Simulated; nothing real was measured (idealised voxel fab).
The following process module bears the name voxel transistor to metal.
cross-section cut | 165 nm wide | cells 5 nm
Think of the cross-section as a grid of square cells. We describe it in bands, top to bottom, and each band covers one or more rows of those cells.
Quick guide to a band line: top height, bottom height (nm) up front; then every material left to right with its width in nm. Only one material and it's marked "full width"? Then it fills the band edge to edge. And "air" just means empty space.
Where do heights start? At 0: under that level the wafer as delivered is made of one material only. And the lowest band has no floor; it just carries on downward, as in "top 0, no bottom".
Quick explanation for "30..40": the width changes in equal steps down the rows of cells, from the first number in the band's top row to the second number in its bottom row.
A step reported as "remains unaltered" is a step in which no cell of the cross-section changed.
Tabulated closed voids: empty space of 8 cells or more with no open way to the top, each as width x height at its distance from the left edge, in nm
Text after the settings on a step's line: the simulator's own remark on that step.
For masked steps, "overlay nm" on the step line gives how far right of plan the mask actually lay; a minus sign means it lay to the left.
# Steps planned for the process
step 1: RECEIVE (material Si)
step 2: CONFORMAL_DEP (material SiO2; thk nm 5)
step 3: CONFORMAL_DEP (material SiN; thk nm 10)
step 4: PATTERN (tone cover; mask id ACTIVE; material resist; width nm 105; thk nm 15; overlay nm 0)
step 5: DIRECTIONAL_ETCH (etch materials SiN; depth nm 10)
step 6: DIRECTIONAL_ETCH (etch materials SiO2; depth nm 5)
step 7: DIRECTIONAL_ETCH (etch materials Si; depth nm 20)
step 8: STRIP (etch materials resist)
step 9: FILL_DEP (material SiO2; thk nm 10)
step 10: CMP (height nm 15)
step 11: SELECTIVE_ETCH (etch materials SiO2; depth nm 5)
step 12: STRIP (etch materials SiN)
step 13: SELECTIVE_ETCH (etch materials SiO2; depth nm 5)
step 14: OXIDIZE (depth nm 5)
step 15: DIRECTIONAL_DEP (material polySi; thk nm 25)
step 16: DIRECTIONAL_DEP (material SiCN; thk nm 10)
step 17: DIRECTIONAL_DEP (material aC; thk nm 15)
step 18: PATTERN (tone cover; mask id GATE; material resist; width nm 15; thk nm 30; overlay nm 0)
step 19: DIRECTIONAL_ETCH (etch materials aC; depth nm 15)
step 20: STRIP (etch materials resist)
step 21: DIRECTIONAL_ETCH (etch materials SiCN; depth nm 20)
step 22: DIRECTIONAL_ETCH (etch materials polySi; depth nm 35)
step 23: STRIP (etch materials aC)
step 24: CONFORMAL_DEP (material SiO2; thk nm 5)
step 25: DIRECTIONAL_ETCH (etch materials SiO2; depth nm 5)
step 26: CONFORMAL_DEP (material SiN; thk nm 5)
step 27: DIRECTIONAL_ETCH (etch materials SiN; depth nm 5)
step 28: DIRECTIONAL_ETCH (etch materials SiO2; depth nm 5)
step 29: EPI (material SiGe; thk nm 5)
step 30: FILL_DEP (material SiO2; thk nm 10)
step 31: CMP (height nm 35)
step 32: DIRECTIONAL_DEP (material SiO2; thk nm 10)
step 33: PATTERN (tone open; mask id CONTACT; material resist; width nm 20; pitch nm 65; thk nm 20; overlay nm 0)
step 34: DIRECTIONAL_ETCH (etch materials SiO2; depth nm 45)
step 35: STRIP (etch materials resist)
step 36: CONFORMAL_DEP (material TiN; thk nm 5)
step 37: FILL_DEP (material Ru; thk nm 5)
step 38: CMP (height nm 45)
step 39: DIRECTIONAL_DEP (material TiN; thk nm 5)
step 40: DIRECTIONAL_DEP (material W; thk nm 20)
step 41: MASKED_ETCH (tone cover; mask id METAL_1; width nm 20; pitch nm 65; etch materials W; depth nm 20; overlay nm 0)
step 42: MASKED_ETCH (tone cover; mask id METAL_1; width nm 20; pitch nm 65; etch materials TiN; depth nm 5; overlay nm 0)
step 43: CONFORMAL_DEP (material SiCN; thk nm 5)
step 44: FILL_DEP (material lowk; thk nm 10)
step 45: CMP (height nm 70)
step 46: CONFORMAL_DEP (material SiN; thk nm 5)
The wafers are alike at the start. At step 14, their depth nm differs. The plan lists the first wafer's value.
# First wafer of several, as received: cross-section after step 1
top 0, no bottom: Si full width
Tabulated closed voids: none
# Every row in this table is a wafer at the end of the module, and it gives, for each of the materials, the cells that wafer has gained (+) or lost (-) since it was received, then its closed voids
depth nm 5; +32 Ru; -69 Si; +47 SiCN; +12 SiGe; +49 SiN; +245 SiO2; +48 TiN; +32 W; +84 lowk; +15 polySi; Tabulated closed voids: none
depth nm 10; +32 Ru; -90 Si; +47 SiCN; +49 SiN; +278 SiO2; +48 TiN; +32 W; +84 lowk; +15 polySi; Tabulated closed voids: none
depth nm 15; +32 Ru; -111 Si; +47 SiCN; +49 SiN; +299 SiO2; +48 TiN; +32 W; +84 lowk; +15 polySi; Tabulated closed voids: none
depth nm 20; +32 Ru; -132 Si; +47 SiCN; +49 SiN; +320 SiO2; +48 TiN; +32 W; +84 lowk; +15 polySi; Tabulated closed voids: none
